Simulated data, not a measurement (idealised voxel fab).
Module name: voxel local oxidation (process module)
Xsec cut, 285 nm wide, square cell size 5 nm.
If you're reading a cross-section in this doc, picture square cells in a grid; it comes to you as bands, top ones listed first down to the bottom, and a band can be one or more rows of cells.
Band entry format. Leading values: height of top, height of bottom, nm. Remainder: materials in left-to-right order, each with its width in nm. Special words: "everywhere" on a single material, which then fills the band edge to edge; "blank", empty space.
Where do heights start? At 0: under that level the wafer as delivered is made of one material only. And the lowest band has no floor; it just carries on downward, as in "from 0 down".
The width entry "30 to 40" should be interpreted row by row: the top row of cells in the band takes the first number, the bottom row takes the second number, and the change between adjacent rows is uniform throughout.
When a step is marked "no alterations made", none of the cells in the cross-section changed during that step.
Reported under the label "Sealed void inventory" are the empty spaces having no open way to the top and comprising 8 cells or more; the notation for each is width x height at distance, in which the distance is measured from the left edge and all three values are in nm.
On each step's line, the part that comes after the settings is the simulator's own comment on the step.
Among the settings permitted on a step's line is "overlay nm"; applied to a step with a mask, it specifies the extent to which the mask lay to the right of its planned position, whereas a negative figure signifies a position to the left.
## The following list gives the planned process steps
1) RECEIVE (material Si)
2) OXIDIZE (depth nm 5)
3) CONFORMAL_DEP (material SiN; thk nm 10)
4) DIRECTIONAL_DEP (material aC; thk nm 10)
5) PATTERN (tone cover; mask id ACTIVE; material resist; width nm 100; thk nm 25; overlay nm 0)
6) DIRECTIONAL_ETCH (etch materials aC; depth nm 10)
7) STRIP (etch materials resist)
8) DIRECTIONAL_ETCH (etch materials SiN; depth nm 10)
9) STRIP (etch materials aC)
10) SELECTIVE_ETCH (etch materials SiO2; depth nm 5)
11) OXIDIZE (depth nm 10)
12) STRIP (etch materials SiN)
## The first of the two wafers, which ran as planned
## Delivered wafer in cross-section: state after step 1
> from 0 down | Si everywhere
> Sealed void inventory: none
## Cross-section of the wafer subsequent to step 2
> from 0 to -5 | SiO2 everywhere
> Unchanged below -5.
## Cross-section of the wafer subsequent to step 3
> from 10 to 0 | SiN everywhere
> Unchanged below 0.
## Cross-section of the wafer subsequent to step 4
> from 20 to 10 | aC everywhere
> Unchanged below 10.
## Cross-section of the wafer subsequent to step 5
> from 45 to 20 | blank 90, then resist 100, then blank 95
> Unchanged below 20.
## Cross-section of the wafer subsequent to step 6
> from 35 to 20 | blank 90, then resist 100, then blank 95
> from 20 to 10 | blank 90, then aC 100, then blank 95
> Unchanged below 10.
## Cross-section of the wafer subsequent to step 7
> from 20 to 10 | blank 90, then aC 100, then blank 95
> Unchanged below 10.
## Cross-section of the wafer subsequent to step 8
> from 20 to 10 | blank 90, then aC 100, then blank 95
> from 10 to 0 | blank 90, then SiN 100, then blank 95
> Unchanged below 0.
## Cross-section of the wafer subsequent to step 9
> from 10 to 0 | blank 90, then SiN 100, then blank 95
> Unchanged below 0.
## Cross-section of the wafer subsequent to step 10
> from 10 to 0 | blank 90, then SiN 100, then blank 95
> from 0 to -5 | blank 95, then SiO2 90, then blank 100
> Unchanged below -5.
## Cross-section of the wafer subsequent to step 11
> from 10 to 0 | blank 90, then SiN 100, then blank 95
> from 0 to -5 | blank 95, then SiO2 90, then blank 100
> from -5 to -15 | SiO2 105, then Si 70, then SiO2 110
> Unchanged below -15.
## Cross-section of the wafer subsequent to step 12
> from 0 to -5 | blank 95, then SiO2 90, then blank 100
> Unchanged below -5.
## It is to be noted that the second wafer proceeded from the same initial state and according to the same plan as the first, although one mistake was committed in its execution; through step 10, inclusive, the two wafers share an identical history
## Second wafer shown in cross-section at the time step 11 was slated to end
> from 10 to 0 | blank 90, then SiN 100, then blank 95
> from 0 to -5 | blank 95, then SiO2 90, then blank 100
> from -5 to -20 | SiO2 110, then Si 60, then SiO2 115
> Unchanged below -20.
## Second wafer shown in cross-section at the time step 12 was slated to end
> from 0 to -5 | blank 95, then SiO2 90, then blank 100
> Unchanged below -5.
What was done differently from what was planned? it should be noted that step 11 was executed with settings other than those planned, the operation and settings actually applied being OXIDIZE (depth nm 15)
at the end the second wafer has, in cells: Si -49 | SiO2 +49
